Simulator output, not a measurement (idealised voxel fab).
voxel self aligned contacts: a process module
The cross-section shown here is cut; it is 185 nm wide and divided into square cells measuring 5 nm on a side.
Format of a cross-section: grid, square cells. Given as bands. Order: top down. Band: one or more rows of cells.
Read a band's entry like this: the first values are the height of its top and the height of its bottom in nm, and what follows is the sequence of materials from left to right, each with its width in nm. Note that "empty" is empty space, and that a single material marked "throughout" reaches across the band from edge to edge.
For the purposes of this specification, 0 denotes the height below which the wafer in its as-received condition is composed wholly of one material, and the lowermost band, lacking a lower limit, extends downward without end, as expressed in "0..down".
A width given as "30 to 40" starts at the first number in the band's top row and ends at the second number in its bottom row, shifting by an equal amount at every step from row to row.
"no modifications" after a step means that no cell of the cross-section changed.
Closed-off voids of 8+ cells (no open route to the top) go in "Internal closed voids", written width x height at distance from the left edge, in nm.
That trailing text on a step's line, after the settings, is the simulator's own remark on the step.
"overlay nm" denotes, for a step that has a mask, the displacement of the mask to the right of its planned place, with negative values corresponding to the left.

**Process steps (planned)**
1: op RECEIVE | material Si
2: op CONFORMAL_DEP | material SiO2 | thk nm 5
3: op DIRECTIONAL_DEP | material polySi | thk nm 30
4: op DIRECTIONAL_DEP | material SiN | thk nm 20
5: op MASKED_ETCH | tone cover | mask id GATE | width nm 25 | pitch nm 60 | etch materials SiN | depth nm 20 | overlay nm 0
6: op MASKED_ETCH | tone cover | mask id GATE | width nm 25 | pitch nm 60 | etch materials polySi | depth nm 30 | overlay nm 0
7: op CONFORMAL_DEP | material SiN | thk nm 10
8: op DIRECTIONAL_ETCH | etch materials SiN | depth nm 10
9: op FILL_DEP | material SiO2 | thk nm 10
10: op CMP | height nm 60
11: op DIRECTIONAL_DEP | material aC | thk nm 10
12: op PATTERN | tone open | mask id CONTACT | material resist | width nm 45 | thk nm 25 | overlay nm 0
13: op DIRECTIONAL_ETCH | etch materials aC | depth nm 10
14: op STRIP | etch materials resist
15: op DIRECTIONAL_ETCH | etch materials SiO2 | depth nm 60
16: op STRIP | etch materials aC
17: op CONFORMAL_DEP | material TiN | thk nm 5
18: op FILL_DEP | material Ru | thk nm 10
19: op CMP | height nm 60
20: op CONFORMAL_DEP | material SiCN | thk nm 5

**Run as planned: first of two wafers**

**The cross-section here shows the wafer as received, i.e. in its state after step 1**
> 0..down = Si throughout
> Internal closed voids: none

**State of the wafer after step 2, shown in cross-section**
> 5..0 = SiO2 throughout
> For the remainder of the cross-section, below 0, there is no change.

**State of the wafer after step 3, shown in cross-section**
> 35..5 = polySi throughout
> For the remainder of the cross-section, below 5, there is no change.

**State of the wafer after step 4, shown in cross-section**
> 55..35 = SiN throughout
> For the remainder of the cross-section, below 35, there is no change.

**State of the wafer after step 5, shown in cross-section**
> 55..35 = empty 50; SiN 25; empty 35; SiN 25; empty 50
> For the remainder of the cross-section, below 35, there is no change.

**State of the wafer after step 6, shown in cross-section**
> 55..35 = empty 50; SiN 25; empty 35; SiN 25; empty 50
> 35..5 = empty 50; polySi 25; empty 35; polySi 25; empty 50
> For the remainder of the cross-section, below 5, there is no change.

**State of the wafer after step 7, shown in cross-section**
> 65..35 = empty 40; SiN 45; empty 15; SiN 45; empty 40
> 35..15 = empty 40; SiN 10; polySi 25; SiN 10; empty 15; SiN 10; polySi 25; SiN 10; empty 40
> 15..5 = SiN 50; polySi 25; SiN 35; polySi 25; SiN 50
> For the remainder of the cross-section, below 5, there is no change.

**State of the wafer after step 8, shown in cross-section**
> 55..35 = empty 40; SiN 45; empty 15; SiN 45; empty 40
> 35..5 = empty 40; SiN 10; polySi 25; SiN 10; empty 15; SiN 10; polySi 25; SiN 10; empty 40
> For the remainder of the cross-section, below 5, there is no change.

**State of the wafer after step 9, shown in cross-section**
> 65..55 = SiO2 throughout
> 55..35 = SiO2 40; SiN 45; SiO2 15; SiN 45; SiO2 40
> 35..5 = SiO2 40; SiN 10; polySi 25; SiN 10; SiO2 15; SiN 10; polySi 25; SiN 10; SiO2 40
> For the remainder of the cross-section, below 5, there is no change.

**State of the wafer after step 10, shown in cross-section**
> 60..55 = SiO2 throughout
> For the remainder of the cross-section, below 55, there is no change.

**State of the wafer after step 11, shown in cross-section**
> 70..60 = aC throughout
> For the remainder of the cross-section, below 60, there is no change.

**State of the wafer after step 12, shown in cross-section**
> 95..70 = resist 70; empty 45; resist 70
> For the remainder of the cross-section, below 70, there is no change.

**State of the wafer after step 13, shown in cross-section**
> 85..70 = resist 70; empty 45; resist 70
> 70..60 = aC 70; empty 45; aC 70
> For the remainder of the cross-section, below 60, there is no change.

**State of the wafer after step 14, shown in cross-section**
> 70..60 = aC 70; empty 45; aC 70
> For the remainder of the cross-section, below 60, there is no change.

**State of the wafer after step 15, shown in cross-section**
> 70..60 = aC 70; empty 45; aC 70
> 60..55 = SiO2 70; empty 45; SiO2 70
> 55..35 = SiO2 40; SiN 45; empty 15; SiN 45; SiO2 40
> 35..5 = SiO2 40; SiN 10; polySi 25; SiN 10; empty 15; SiN 10; polySi 25; SiN 10; SiO2 40
> 5..0 = SiO2 85; empty 15; SiO2 85
> For the remainder of the cross-section, below 0, there is no change.

**State of the wafer after step 16, shown in cross-section**
> 60..55 = SiO2 70; empty 45; SiO2 70
> For the remainder of the cross-section, below 55, there is no change.

**State of the wafer after step 17, shown in cross-section**
> 65..60 = TiN 75; empty 35; TiN 75
> 60..55 = SiO2 70; TiN 20; empty 5; TiN 20; SiO2 70
> 55..35 = SiO2 40; SiN 45; TiN 5; empty 5; TiN 5; SiN 45; SiO2 40
> 35..5 = SiO2 40; SiN 10; polySi 25; SiN 10; TiN 5; empty 5; TiN 5; SiN 10; polySi 25; SiN 10; SiO2 40
> 5..0 = SiO2 85; TiN 15; SiO2 85
> For the remainder of the cross-section, below 0, there is no change.

**State of the wafer after step 18, shown in cross-section**
> 75..65 = Ru throughout
> 65..60 = TiN 75; Ru 35; TiN 75
> 60..55 = SiO2 70; TiN 20; Ru 5; TiN 20; SiO2 70
> 55..35 = SiO2 40; SiN 45; TiN 5; Ru 5; TiN 5; SiN 45; SiO2 40
> 35..5 = SiO2 40; SiN 10; polySi 25; SiN 10; TiN 5; Ru 5; TiN 5; SiN 10; polySi 25; SiN 10; SiO2 40
> For the remainder of the cross-section, below 5, there is no change.

**State of the wafer after step 19, shown in cross-section**
> 60..55 = SiO2 70; TiN 20; Ru 5; TiN 20; SiO2 70
> For the remainder of the cross-section, below 55, there is no change.

**State of the wafer after step 20, shown in cross-section**
> 65..60 = SiCN throughout
> For the remainder of the cross-section, below 60, there is no change.

**The second wafer began exactly as the first did and followed the same plan, but one mistake was made while running it; through step 4 inclusive, the two wafers are identical**

**Cross-section: second wafer, time at which step 5 was scheduled to end**
> 55..35 = empty 55; SiN 20; empty 40; SiN 20; empty 50
> For the remainder of the cross-section, below 35, there is no change.

**Cross-section: second wafer, time at which step 6 was scheduled to end**
> 55..35 = empty 55; SiN 20; empty 40; SiN 20; empty 50
> 35..5 = empty 50; polySi 25; empty 35; polySi 25; empty 50
> For the remainder of the cross-section, below 5, there is no change.

**Cross-section: second wafer, time at which step 7 was scheduled to end**
> 65..45 = empty 45; SiN 40; empty 20; SiN 40; empty 40
> 45..35 = empty 40; SiN 45; empty 15; SiN 45; empty 40
> 35..15 = empty 40; SiN 10; polySi 25; SiN 10; empty 15; SiN 10; polySi 25; SiN 10; empty 40
> 15..5 = SiN 50; polySi 25; SiN 35; polySi 25; SiN 50
> For the remainder of the cross-section, below 5, there is no change.

**Cross-section: second wafer, time at which step 8 was scheduled to end**
> 55..35 = empty 45; SiN 40; empty 20; SiN 40; empty 40
> 35..5 = empty 40; SiN 10; polySi 25; SiN 10; empty 15; SiN 10; polySi 25; SiN 10; empty 40
> For the remainder of the cross-section, below 5, there is no change.

**Cross-section: second wafer, time at which step 9 was scheduled to end**
> 65..55 = SiO2 throughout
> 55..35 = SiO2 45; SiN 40; SiO2 20; SiN 40; SiO2 40
> 35..5 = SiO2 40; SiN 10; polySi 25; SiN 10; SiO2 15; SiN 10; polySi 25; SiN 10; SiO2 40
> For the remainder of the cross-section, below 5, there is no change.

**Cross-section: second wafer, time at which step 10 was scheduled to end**
> 60..55 = SiO2 throughout
> For the remainder of the cross-section, below 55, there is no change.

**Cross-section: second wafer, time at which step 11 was scheduled to end**
> 70..60 = aC throughout
> For the remainder of the cross-section, below 60, there is no change.

**Cross-section: second wafer, time at which step 12 was scheduled to end**
> 95..70 = resist 70; empty 45; resist 70
> For the remainder of the cross-section, below 70, there is no change.

**Cross-section: second wafer, time at which step 13 was scheduled to end**
> 85..70 = resist 70; empty 45; resist 70
> 70..60 = aC 70; empty 45; aC 70
> For the remainder of the cross-section, below 60, there is no change.

**Cross-section: second wafer, time at which step 14 was scheduled to end**
> 70..60 = aC 70; empty 45; aC 70
> For the remainder of the cross-section, below 60, there is no change.

**Cross-section: second wafer, time at which step 15 was scheduled to end**
> 70..60 = aC 70; empty 45; aC 70
> 60..55 = SiO2 70; empty 45; SiO2 70
> 55..35 = SiO2 45; SiN 40; empty 20; SiN 40; SiO2 40
> 35..5 = SiO2 40; SiN 10; polySi 25; SiN 10; empty 15; SiN 10; polySi 25; SiN 10; SiO2 40
> 5..0 = SiO2 85; empty 15; SiO2 85
> For the remainder of the cross-section, below 0, there is no change.

**Cross-section: second wafer, time at which step 16 was scheduled to end**
> 60..55 = SiO2 70; empty 45; SiO2 70
> For the remainder of the cross-section, below 55, there is no change.

**Cross-section: second wafer, time at which step 17 was scheduled to end**
> 65..60 = TiN 75; empty 35; TiN 75
> 60..55 = SiO2 70; TiN 20; empty 10; TiN 15; SiO2 70
> 55..40 = SiO2 45; SiN 40; TiN 5; empty 10; TiN 5; SiN 40; SiO2 40
> 40..35 = SiO2 45; SiN 40; TiN 5; empty 5; TiN 10; SiN 40; SiO2 40
> 35..5 = SiO2 40; SiN 10; polySi 25; SiN 10; TiN 5; empty 5; TiN 5; SiN 10; polySi 25; SiN 10; SiO2 40
> 5..0 = SiO2 85; TiN 15; SiO2 85
> For the remainder of the cross-section, below 0, there is no change.

**Cross-section: second wafer, time at which step 18 was scheduled to end**
> 75..65 = Ru throughout
> 65..60 = TiN 75; Ru 35; TiN 75
> 60..55 = SiO2 70; TiN 20; Ru 10; TiN 15; SiO2 70
> 55..40 = SiO2 45; SiN 40; TiN 5; Ru 10; TiN 5; SiN 40; SiO2 40
> 40..35 = SiO2 45; SiN 40; TiN 5; Ru 5; TiN 10; SiN 40; SiO2 40
> 35..5 = SiO2 40; SiN 10; polySi 25; SiN 10; TiN 5; Ru 5; TiN 5; SiN 10; polySi 25; SiN 10; SiO2 40
> For the remainder of the cross-section, below 5, there is no change.

**Cross-section: second wafer, time at which step 19 was scheduled to end**
> 60..55 = SiO2 70; TiN 20; Ru 10; TiN 15; SiO2 70
> For the remainder of the cross-section, below 55, there is no change.

**Cross-section: second wafer, time at which step 20 was scheduled to end**
> 65..60 = SiCN throughout
> For the remainder of the cross-section, below 60, there is no change.
What went wrong in running the wafer? off-plan run, step 5, actual operation and settings op MASKED_ETCH | tone cover | mask id GATE | width nm 20 | pitch nm 60 | etch materials SiN | depth nm 20 | overlay nm 0
at the end the second wafer has, in cells: Ru +4; SiN -8; SiO2 +4
